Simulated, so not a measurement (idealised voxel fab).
The process module that follows is named voxel released beams.
The width of the displayed cross-section, cut, is 280 nm; its cells are square, with a size of 5 nm.
This document writes a cross-section as a grid whose cells are square, and gives it as bands, listed from the top down; one or more rows of cells form a band. The band entry comprises the height of the band's top followed by the height of its bottom, expressed in nm, and subsequently the band's materials from left to right, each stated together with its width in nm. Where a single material is marked with the word "everywhere", that material fills the band from edge to edge. The word "air" represents empty space. Measure heights from 0. That's the level where, below it, the as-received wafer is all one material. The lowest band is bottomless and extends downward; write it as in "0 -> down". The notation "30..40" denotes a width that varies across the rows of cells in the band, beginning at the first number in the top row, finishing at the second number in the bottom row, and changing by an identical amount from each row to the next. Where a step carries "remained the same", the cross-section came out of it unchanged, cell for cell. Basically, "Enclosed cavities" tells you about the enclosed voids: empty spaces with no open way to the top, 8 cells or bigger, each written width x height at distance, where distance is from the left edge, all in nm. Heads up: the bit after the settings on a step's line is the simulator's remark on that step. Among the settings permitted on a step's line is "overlay nm"; applied to a step with a mask, it specifies the extent to which the mask lay to the right of its planned position, whereas a negative figure signifies a position to the left.
Intended process steps:
- 1: RECEIVE with material Si
- 2: CONFORMAL_DEP with material SiN, thk nm 10
- 3: DIRECTIONAL_DEP with material SiO2, thk nm 15
- 4: DIRECTIONAL_DEP with material aC, thk nm 10
- 5: PATTERN with tone open, mask id ANCHOR, material resist, width nm 35, thk nm 30, overlay nm 0
- 6: DIRECTIONAL_ETCH with etch materials aC, depth nm 10
- 7: STRIP with etch materials resist
- 8: DIRECTIONAL_ETCH with etch materials SiO2, depth nm 15
- 9: STRIP with etch materials aC
- 10: CONFORMAL_DEP with material W, thk nm 10
- 11: MASKED_ETCH with tone cover, mask id BEAM, width nm 120, etch materials W, depth nm 10, overlay nm 0
- 12: STRIP with etch materials SiO2
The cross-section here shows the wafer as received, i.e. in its state after step 1:
> 0 -> down | Si everywhere
> Enclosed cavities: none
Run as planned - first of the two wafers cross-sectioned at the end of the module:
> 35 -> 25 | air 75; W 15; air 15; W 90; air 85
> 25 -> 20 | air 80; W 10; air 15; W 10; air 165
> 20 -> 10 | air 80; W 35; air 165
> 10 -> 0 | SiN everywhere
> 0 -> down | Si everywhere
> Enclosed cavities: none
Second of two wafers, module complete, sectioned: it shares the first wafer's start and plan but was run with one mistake:
> 25 -> 15 | air 75; W 15; air 15; W 90; air 85
> 15 -> 10 | air 80; W 10; air 15; W 10; air 165
> 10 -> 0 | air 80; W 35; air 165
> 0 -> down | Si everywhere
> Enclosed cavities: none
Processing error: step 2 in the plan did not get run; it was skipped
Cell-count delta at end, second wafer over first, by material: SiN -112
